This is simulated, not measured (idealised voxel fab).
process module | voxel self aligned contacts
cross-section cut | 225 nm wide | cells 5 nm
A cross-section is a grid of square cells, given in bands from the top down. A band is one or more rows of cells.
Each band's line starts with the height of the band's top and of its bottom, in nm. Then come its materials from left to right, each with its width in nm. One material with "throughout" fills the band from edge to edge. "air" is empty space.
Height 0 is the level under which the wafer as received is all one material. The lowest band goes on downwards, as in "0 down".
A width such as "30 to 40" changes by the same amount from each row of cells to the next, from the band's top row to its bottom row.
"no change" after a step means that no cell of the cross-section changed.
closed voids: empty space of 8 cells or more with no open way to the top, each as width x height at its distance from the left edge, in nm
after a step's settings: what the simulator itself notes on the step
overlay nm, on a step with a mask: how far to the right of its planned place the mask lay; to the left if negative
plan
1 op RECEIVE | material Si
2 op OXIDIZE | depth nm 5
3 op DIRECTIONAL_DEP | material polySi | thk nm 30
4 op DIRECTIONAL_DEP | material SiN | thk nm 15
5 op MASKED_ETCH | tone cover | mask id GATE | width nm 30 | pitch nm 55 | etch materials SiN | depth nm 15 | overlay nm 0
6 op MASKED_ETCH | tone cover | mask id GATE | width nm 30 | pitch nm 55 | etch materials polySi | depth nm 30 | overlay nm 0
7 op CONFORMAL_DEP | material SiN | thk nm 5
8 op DIRECTIONAL_ETCH | etch materials SiN | depth nm 5
9 op FILL_DEP | material SiO2 | thk nm 20
10 op CMP | height nm 55
11 op MASKED_ETCH | tone open | mask id CONTACT | width nm 35 | pitch nm 55 | etch materials SiO2 | depth nm 60 | overlay nm -15
12 op CONFORMAL_DEP | material TiN | thk nm 5
13 op FILL_DEP | material W | thk nm 10
14 op CMP | height nm 55
15 op CONFORMAL_DEP | material SiN | thk nm 5
varied across the wafers: overlay nm of step 11. The plan shows the first wafer's value. All wafers start alike
first wafer as received, after step 1
  0 down: Si throughout
  closed voids: none
each wafer at the end: cells of each material gained (+) or lost (-) since it was received, then its closed voids
overlay nm -15 | -45 Si | +153 SiN | +256 SiO2 | +58 TiN | +10 W | +108 polySi | closed voids: none
overlay nm -10 | -45 Si | +153 SiN | +236 SiO2 | +58 TiN | +30 W | +108 polySi | closed voids: none
overlay nm -5 | -45 Si | +153 SiN | +236 SiO2 | +58 TiN | +30 W | +108 polySi | closed voids: none
overlay nm 0 | -45 Si | +153 SiN | +236 SiO2 | +58 TiN | +30 W | +108 polySi | closed voids: none
overlay nm 5 | -45 Si | +153 SiN | +236 SiO2 | +58 TiN | +30 W | +108 polySi | closed voids: none
overlay nm 10 | -45 Si | +153 SiN | +236 SiO2 | +58 TiN | +30 W | +108 polySi | closed voids: none
overlay nm 15 | -45 Si | +153 SiN | +256 SiO2 | +58 TiN | +10 W | +108 polySi | closed voids: none
